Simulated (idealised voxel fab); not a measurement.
This section sets out a process module, namely voxel wiring stack.
Shown is cross-section cut, with a width of 270 nm and square cells of size 5 nm.
Heads up, the way a cross-section reads in here is a grid of square cells, handed over as bands from the top down, with every band being one or more rows of cells. Heads up on the band format: heights come first, top then bottom, in nm. After that it's the materials left to right, each with its width in nm. A single material flagged "all across" fills the whole band edge to edge, and "air" means there's empty space there. Zero point of the height axis is 0; under it, received wafer = one material. Lowest band: continues down indefinitely, "from 0 down". It should be noted that a width expressed as "30..40" varies in equal increments from row to row of cells within the band, taking the value of the first number at the top row and that of the second number at the bottom row. It should be understood that the words "nothing altered", when stated for a given step, signify that the cross-section underwent no change in any of its cells during that step. Listed in "Closed void catalog": every empty space of 8 or more cells without an open way to the top. Form: width x height at distance, the distance being from the left edge, all in nm. after a step's settings: what the simulator itself notes on the step. overlay nm, on a step with a mask: how far to the right of its planned place the mask lay; to the left if negative.
## List of planned process steps
- 1: RECEIVE (material Si)
- 2: CONFORMAL_DEP (material SiO2; thk nm 15)
- 3: CONFORMAL_DEP (material SiCN; thk nm 5)
- 4: DIRECTIONAL_DEP (material SiO2; thk nm 15)
- 5: PATTERN (tone open; mask id METAL_1; material resist; width nm 20; pitch nm 45; thk nm 15; overlay nm 0)
- 6: DIRECTIONAL_ETCH (etch materials SiO2; depth nm 15)
- 7: DIRECTIONAL_ETCH (etch materials SiCN; depth nm 5)
- 8: STRIP (etch materials resist)
- 9: CONFORMAL_DEP (material TiN; thk nm 5)
- 10: FILL_DEP (material Cu; thk nm 10)
- 11: CMP (height nm 35)
- 12: CONFORMAL_DEP (material SiCN; thk nm 5)
- 13: DIRECTIONAL_DEP (material SiO2; thk nm 35)
- 14: PATTERN (tone open; mask id METAL_2_HOLES; material resist; width nm 15; pitch nm 90; thk nm 15; overlay nm 0)
- 15: DIRECTIONAL_ETCH (etch materials SiO2; depth nm 35)
- 16: STRIP (etch materials resist)
- 17: PATTERN (tone open; mask id METAL_2; material resist; width nm 20; pitch nm 45; thk nm 15; overlay nm 0)
- 18: DIRECTIONAL_ETCH (etch materials SiO2; depth nm 20)
- 19: DIRECTIONAL_ETCH (etch materials SiCN; depth nm 5)
- 20: STRIP (etch materials resist)
- 21: CONFORMAL_DEP (material TiN; thk nm 5)
- 22: FILL_DEP (material Cu; thk nm 5)
- 23: CMP (height nm 75)
- 24: CONFORMAL_DEP (material SiCN; thk nm 5)
## First of two wafers, processed according to plan
## Shown in cross-section is the wafer as received, that is, as it stands after step 1
from 0 down  Si all across
Closed void catalog: none
## Upon completion of step 2, the wafer appears in cross-section as shown
from 15 to 0  SiO2 all across
Under 0: no change, same as before.
## Upon completion of step 3, the wafer appears in cross-section as shown
from 20 to 15  SiCN all across
Under 15: no change, same as before.
## Upon completion of step 4, the wafer appears in cross-section as shown
from 35 to 20  SiO2 all across
Under 20: no change, same as before.
## Upon completion of step 5, the wafer appears in cross-section as shown
from 50 to 35  80 of resist | 20 of air | 25 of resist | 20 of air | 25 of resist | 20 of air | 80 of resist
Under 35: no change, same as before.
## Upon completion of step 6, the wafer appears in cross-section as shown
from 50 to 35  80 of resist | 20 of air | 25 of resist | 20 of air | 25 of resist | 20 of air | 80 of resist
from 35 to 20  80 of SiO2 | 20 of air | 25 of SiO2 | 20 of air | 25 of SiO2 | 20 of air | 80 of SiO2
Under 20: no change, same as before.
## Upon completion of step 7, the wafer appears in cross-section as shown
from 50 to 35  80 of resist | 20 of air | 25 of resist | 20 of air | 25 of resist | 20 of air | 80 of resist
from 35 to 20  80 of SiO2 | 20 of air | 25 of SiO2 | 20 of air | 25 of SiO2 | 20 of air | 80 of SiO2
from 20 to 15  80 of SiCN | 20 of air | 25 of SiCN | 20 of air | 25 of SiCN | 20 of air | 80 of SiCN
Under 15: no change, same as before.
## Upon completion of step 8, the wafer appears in cross-section as shown
from 35 to 20  80 of SiO2 | 20 of air | 25 of SiO2 | 20 of air | 25 of SiO2 | 20 of air | 80 of SiO2
Under 20: no change, same as before.
## Upon completion of step 9, the wafer appears in cross-section as shown
from 40 to 35  85 of TiN | 10 of air | 35 of TiN | 10 of air | 35 of TiN | 10 of air | 85 of TiN
from 35 to 20  80 of SiO2 | 5 of TiN | 10 of air | 5 of TiN | 25 of SiO2 | 5 of TiN | 10 of air | 5 of TiN | 25 of SiO2 | 5 of TiN | 10 of air | 5 of TiN | 80 of SiO2
from 20 to 15  80 of SiCN | 20 of TiN | 25 of SiCN | 20 of TiN | 25 of SiCN | 20 of TiN | 80 of SiCN
Under 15: no change, same as before.
## Upon completion of step 10, the wafer appears in cross-section as shown
from 50 to 40  Cu all across
from 40 to 35  85 of TiN | 10 of Cu | 35 of TiN | 10 of Cu | 35 of TiN | 10 of Cu | 85 of TiN
from 35 to 20  80 of SiO2 | 5 of TiN | 10 of Cu | 5 of TiN | 25 of SiO2 | 5 of TiN | 10 of Cu | 5 of TiN | 25 of SiO2 | 5 of TiN | 10 of Cu | 5 of TiN | 80 of SiO2
Under 20: no change, same as before.
## Upon completion of step 11, the wafer appears in cross-section as shown
from 35 to 20  80 of SiO2 | 5 of TiN | 10 of Cu | 5 of TiN | 25 of SiO2 | 5 of TiN | 10 of Cu | 5 of TiN | 25 of SiO2 | 5 of TiN | 10 of Cu | 5 of TiN | 80 of SiO2
Under 20: no change, same as before.
## Upon completion of step 12, the wafer appears in cross-section as shown
from 40 to 35  SiCN all across
Under 35: no change, same as before.
## Upon completion of step 13, the wafer appears in cross-section as shown
from 75 to 40  SiO2 all across
Under 40: no change, same as before.
## Upon completion of step 14, the wafer appears in cross-section as shown
from 90 to 75  80 of resist | 15 of air | 75 of resist | 15 of air | 85 of resist
Under 75: no change, same as before.
## Upon completion of step 15, the wafer appears in cross-section as shown
from 90 to 75  80 of resist | 15 of air | 75 of resist | 15 of air | 85 of resist
from 75 to 40  80 of SiO2 | 15 of air | 75 of SiO2 | 15 of air | 85 of SiO2
Under 40: no change, same as before.
## Upon completion of step 16, the wafer appears in cross-section as shown
from 75 to 40  80 of SiO2 | 15 of air | 75 of SiO2 | 15 of air | 85 of SiO2
Under 40: no change, same as before.
## Upon completion of step 17, the wafer appears in cross-section as shown
from 90 to 75  80 of resist | 20 of air | 25 of resist | 20 of air | 25 of resist | 20 of air | 80 of resist
Under 75: no change, same as before.
## Upon completion of step 18, the wafer appears in cross-section as shown
from 90 to 75  80 of resist | 20 of air | 25 of resist | 20 of air | 25 of resist | 20 of air | 80 of resist
from 75 to 55  80 of SiO2 | 20 of air | 25 of SiO2 | 20 of air | 25 of SiO2 | 20 of air | 80 of SiO2
Under 55: no change, same as before.
## Upon completion of step 19, the wafer appears in cross-section as shown
from 90 to 75  80 of resist | 20 of air | 25 of resist | 20 of air | 25 of resist | 20 of air | 80 of resist
from 75 to 55  80 of SiO2 | 20 of air | 25 of SiO2 | 20 of air | 25 of SiO2 | 20 of air | 80 of SiO2
from 55 to 40  80 of SiO2 | 15 of air | 75 of SiO2 | 15 of air | 85 of SiO2
from 40 to 35  80 of SiCN | 15 of air | 75 of SiCN | 15 of air | 85 of SiCN
Under 35: no change, same as before.
## Upon completion of step 20, the wafer appears in cross-section as shown
from 75 to 55  80 of SiO2 | 20 of air | 25 of SiO2 | 20 of air | 25 of SiO2 | 20 of air | 80 of SiO2
Under 55: no change, same as before.
## Upon completion of step 21, the wafer appears in cross-section as shown
from 80 to 75  85 of TiN | 10 of air | 35 of TiN | 10 of air | 35 of TiN | 10 of air | 85 of TiN
from 75 to 60  80 of SiO2 | 5 of TiN | 10 of air | 5 of TiN | 25 of SiO2 | 5 of TiN | 10 of air | 5 of TiN | 25 of SiO2 | 5 of TiN | 10 of air | 5 of TiN | 80 of SiO2
from 60 to 55  80 of SiO2 | 5 of TiN | 5 of air | 10 of TiN | 25 of SiO2 | 20 of TiN | 25 of SiO2 | 5 of TiN | 5 of air | 10 of TiN | 80 of SiO2
from 55 to 40  80 of SiO2 | 5 of TiN | 5 of air | 5 of TiN | 75 of SiO2 | 5 of TiN | 5 of air | 5 of TiN | 85 of SiO2
from 40 to 35  80 of SiCN | 15 of TiN | 75 of SiCN | 15 of TiN | 85 of SiCN
Under 35: no change, same as before.
## Upon completion of step 22, the wafer appears in cross-section as shown
from 85 to 80  Cu all across
from 80 to 75  85 of TiN | 10 of Cu | 35 of TiN | 10 of Cu | 35 of TiN | 10 of Cu | 85 of TiN
from 75 to 60  80 of SiO2 | 5 of TiN | 10 of Cu | 5 of TiN | 25 of SiO2 | 5 of TiN | 10 of Cu | 5 of TiN | 25 of SiO2 | 5 of TiN | 10 of Cu | 5 of TiN | 80 of SiO2
from 60 to 55  80 of SiO2 | 5 of TiN | 5 of Cu | 10 of TiN | 25 of SiO2 | 20 of TiN | 25 of SiO2 | 5 of TiN | 5 of Cu | 10 of TiN | 80 of SiO2
from 55 to 40  80 of SiO2 | 5 of TiN | 5 of Cu | 5 of TiN | 75 of SiO2 | 5 of TiN | 5 of Cu | 5 of TiN | 85 of SiO2
Under 40: no change, same as before.
## Upon completion of step 23, the wafer appears in cross-section as shown
from 75 to 60  80 of SiO2 | 5 of TiN | 10 of Cu | 5 of TiN | 25 of SiO2 | 5 of TiN | 10 of Cu | 5 of TiN | 25 of SiO2 | 5 of TiN | 10 of Cu | 5 of TiN | 80 of SiO2
Under 60: no change, same as before.
## Upon completion of step 24, the wafer appears in cross-section as shown
from 80 to 75  SiCN all across
Under 75: no change, same as before.
## For the second wafer, take the first wafer's start and plan, then add one mistake made in running it; everything through step 3, that step included, is shared with the first
## Look at the second wafer in cross-section at the time step 4 ought to have finished
from 25 to 20  SiO2 all across
Under 20: no change, same as before.
## Look at the second wafer in cross-section at the time step 5 ought to have finished
from 40 to 25  80 of resist | 20 of air | 25 of resist | 20 of air | 25 of resist | 20 of air | 80 of resist
Under 25: no change, same as before.
## Look at the second wafer in cross-section at the time step 6 ought to have finished
from 40 to 25  80 of resist | 20 of air | 25 of resist | 20 of air | 25 of resist | 20 of air | 80 of resist
from 25 to 20  80 of SiO2 | 20 of air | 25 of SiO2 | 20 of air | 25 of SiO2 | 20 of air | 80 of SiO2
Under 20: no change, same as before.
## Look at the second wafer in cross-section at the time step 7 ought to have finished
from 40 to 25  80 of resist | 20 of air | 25 of resist | 20 of air | 25 of resist | 20 of air | 80 of resist
from 25 to 20  80 of SiO2 | 20 of air | 25 of SiO2 | 20 of air | 25 of SiO2 | 20 of air | 80 of SiO2
from 20 to 15  80 of SiCN | 20 of air | 25 of SiCN | 20 of air | 25 of SiCN | 20 of air | 80 of SiCN
Under 15: no change, same as before.
## Look at the second wafer in cross-section at the time step 8 ought to have finished
from 25 to 20  80 of SiO2 | 20 of air | 25 of SiO2 | 20 of air | 25 of SiO2 | 20 of air | 80 of SiO2
Under 20: no change, same as before.
## Look at the second wafer in cross-section at the time step 9 ought to have finished
from 30 to 25  85 of TiN | 10 of air | 35 of TiN | 10 of air | 35 of TiN | 10 of air | 85 of TiN
from 25 to 20  80 of SiO2 | 5 of TiN | 10 of air | 5 of TiN | 25 of SiO2 | 5 of TiN | 10 of air | 5 of TiN | 25 of SiO2 | 5 of TiN | 10 of air | 5 of TiN | 80 of SiO2
from 20 to 15  80 of SiCN | 20 of TiN | 25 of SiCN | 20 of TiN | 25 of SiCN | 20 of TiN | 80 of SiCN
Under 15: no change, same as before.
## Look at the second wafer in cross-section at the time step 10 ought to have finished
from 40 to 30  Cu all across
from 30 to 25  85 of TiN | 10 of Cu | 35 of TiN | 10 of Cu | 35 of TiN | 10 of Cu | 85 of TiN
from 25 to 20  80 of SiO2 | 5 of TiN | 10 of Cu | 5 of TiN | 25 of SiO2 | 5 of TiN | 10 of Cu | 5 of TiN | 25 of SiO2 | 5 of TiN | 10 of Cu | 5 of TiN | 80 of SiO2
Under 20: no change, same as before.
## Look at the second wafer in cross-section at the time step 11 ought to have finished
from 35 to 30  Cu all across
Under 30: no change, same as before.
## Look at the second wafer in cross-section at the time step 12 ought to have finished
from 40 to 35  SiCN all across
Under 35: no change, same as before.
## Look at the second wafer in cross-section at the time step 13 ought to have finished
from 75 to 40  SiO2 all across
Under 40: no change, same as before.
## Look at the second wafer in cross-section at the time step 14 ought to have finished
from 90 to 75  80 of resist | 15 of air | 75 of resist | 15 of air | 85 of resist
Under 75: no change, same as before.
## Look at the second wafer in cross-section at the time step 15 ought to have finished
from 90 to 75  80 of resist | 15 of air | 75 of resist | 15 of air | 85 of resist
from 75 to 40  80 of SiO2 | 15 of air | 75 of SiO2 | 15 of air | 85 of SiO2
Under 40: no change, same as before.
## Look at the second wafer in cross-section at the time step 16 ought to have finished
from 75 to 40  80 of SiO2 | 15 of air | 75 of SiO2 | 15 of air | 85 of SiO2
Under 40: no change, same as before.
## Look at the second wafer in cross-section at the time step 17 ought to have finished
from 90 to 75  80 of resist | 20 of air | 25 of resist | 20 of air | 25 of resist | 20 of air | 80 of resist
Under 75: no change, same as before.
## Look at the second wafer in cross-section at the time step 18 ought to have finished
from 90 to 75  80 of resist | 20 of air | 25 of resist | 20 of air | 25 of resist | 20 of air | 80 of resist
from 75 to 55  80 of SiO2 | 20 of air | 25 of SiO2 | 20 of air | 25 of SiO2 | 20 of air | 80 of SiO2
Under 55: no change, same as before.
## Look at the second wafer in cross-section at the time step 19 ought to have finished
from 90 to 75  80 of resist | 20 of air | 25 of resist | 20 of air | 25 of resist | 20 of air | 80 of resist
from 75 to 55  80 of SiO2 | 20 of air | 25 of SiO2 | 20 of air | 25 of SiO2 | 20 of air | 80 of SiO2
from 55 to 40  80 of SiO2 | 15 of air | 75 of SiO2 | 15 of air | 85 of SiO2
from 40 to 35  80 of SiCN | 15 of air | 75 of SiCN | 15 of air | 85 of SiCN
Under 35: no change, same as before.
## Look at the second wafer in cross-section at the time step 20 ought to have finished
from 75 to 55  80 of SiO2 | 20 of air | 25 of SiO2 | 20 of air | 25 of SiO2 | 20 of air | 80 of SiO2
Under 55: no change, same as before.
## Look at the second wafer in cross-section at the time step 21 ought to have finished
from 80 to 75  85 of TiN | 10 of air | 35 of TiN | 10 of air | 35 of TiN | 10 of air | 85 of TiN
from 75 to 60  80 of SiO2 | 5 of TiN | 10 of air | 5 of TiN | 25 of SiO2 | 5 of TiN | 10 of air | 5 of TiN | 25 of SiO2 | 5 of TiN | 10 of air | 5 of TiN | 80 of SiO2
from 60 to 55  80 of SiO2 | 5 of TiN | 5 of air | 10 of TiN | 25 of SiO2 | 20 of TiN | 25 of SiO2 | 5 of TiN | 5 of air | 10 of TiN | 80 of SiO2
from 55 to 40  80 of SiO2 | 5 of TiN | 5 of air | 5 of TiN | 75 of SiO2 | 5 of TiN | 5 of air | 5 of TiN | 85 of SiO2
from 40 to 35  80 of SiCN | 15 of TiN | 75 of SiCN | 15 of TiN | 85 of SiCN
Under 35: no change, same as before.
## Look at the second wafer in cross-section at the time step 22 ought to have finished
from 85 to 80  Cu all across
from 80 to 75  85 of TiN | 10 of Cu | 35 of TiN | 10 of Cu | 35 of TiN | 10 of Cu | 85 of TiN
from 75 to 60  80 of SiO2 | 5 of TiN | 10 of Cu | 5 of TiN | 25 of SiO2 | 5 of TiN | 10 of Cu | 5 of TiN | 25 of SiO2 | 5 of TiN | 10 of Cu | 5 of TiN | 80 of SiO2
from 60 to 55  80 of SiO2 | 5 of TiN | 5 of Cu | 10 of TiN | 25 of SiO2 | 20 of TiN | 25 of SiO2 | 5 of TiN | 5 of Cu | 10 of TiN | 80 of SiO2
from 55 to 40  80 of SiO2 | 5 of TiN | 5 of Cu | 5 of TiN | 75 of SiO2 | 5 of TiN | 5 of Cu | 5 of TiN | 85 of SiO2
Under 40: no change, same as before.
## Look at the second wafer in cross-section at the time step 23 ought to have finished
from 75 to 60  80 of SiO2 | 5 of TiN | 10 of Cu | 5 of TiN | 25 of SiO2 | 5 of TiN | 10 of Cu | 5 of TiN | 25 of SiO2 | 5 of TiN | 10 of Cu | 5 of TiN | 80 of SiO2
Under 60: no change, same as before.
## Look at the second wafer in cross-section at the time step 24 ought to have finished
from 80 to 75  SiCN all across
Under 75: no change, same as before.
Against the plan, the run slipped here: note that step 4 departed from the planned setting and was carried out as DIRECTIONAL_DEP (material SiO2; thk nm 5)
Final comparison by cell count, materials where the second wafer has more or fewer than the first: Cu +48, SiO2 -84, TiN +36
